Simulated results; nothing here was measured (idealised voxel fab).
Proc. module: voxel trench capacitor
Each square cell in cross-section cut measures 5 nm, and the section as a whole is 200 nm wide.
In what follows, cross-sections appear as grids of square cells, described through bands that run from the top down, where every band is one or more rows of cells. The entry gives the band's vertical extent as a top height and a bottom height in nm, then its horizontal make-up as materials from left to right, each with a width in nm. "empty" stands for empty space; a single material marked "everywhere" fills the band edge to edge. For the purposes of this specification, 0 denotes the height below which the wafer in its as-received condition is composed wholly of one material, and the lowermost band, lacking a lower limit, extends downward without end, as expressed in "0 nm and below". A width such as "30..40" changes by the same amount from each row of cells to the next, from the band's top row to its bottom row. When a step is marked "no modification", none of the cells in the cross-section changed during that step. Look at "Fully sealed voids" for the closed voids: empty spaces with no open path to the top, sized 8 cells or up. Each is width x height at distance, distance from the left edge, all nm. Post-settings text on a step line: simulator's own remark regarding the step. The optional step-line setting "overlay nm" applies to steps with a mask and quantifies how far to the right of its planned location the mask lay, a negative value indicating leftward placement.

**plan**
1,RECEIVE: material Si
2,CONFORMAL_DEP: material SiN, thk nm 5
3,MASKED_ETCH: tone open, mask id TRENCH, width nm 15, pitch nm 45, etch materials SiN, depth nm 5, overlay nm 0
4,MASKED_ETCH: tone open, mask id TRENCH, width nm 15, pitch nm 45, etch materials Si, depth nm 40, overlay nm 0
5,CONFORMAL_DEP: material SiO2, thk nm 5
6,FILL_DEP: material polySi, thk nm 5
7,CMP: height nm 5

**Cross-section: wafer on arrival = after step 1**
0 nm and below | Si everywhere
Fully sealed voids: none

**The plan above was carried out on the starting structure above with one mistake, and this cross-section shows the wafer at the end of the module**
5 nm to 0 nm | SiN (45), SiO2 (5), polySi (5), SiO2 (5), SiN (30), SiO2 (5), polySi (5), SiO2 (5), SiN (30), SiO2 (5), polySi (5), SiO2 (5), SiN (50)
0 nm to -45 nm | Si (45), SiO2 (5), polySi (5), SiO2 (5), Si (30), SiO2 (5), polySi (5), SiO2 (5), Si (30), SiO2 (5), polySi (5), SiO2 (5), Si (50)
-45 nm to -50 nm | Si (45), SiO2 (15), Si (30), SiO2 (15), Si (30), SiO2 (15), Si (50)
-50 nm and below | Si everywhere
Fully sealed voids: none
Processing error: heads up, step 4 didn't go per plan, it actually ran as MASKED_ETCH: tone open, mask id TRENCH, width nm 15, pitch nm 45, etch materials Si, depth nm 50, overlay nm 0
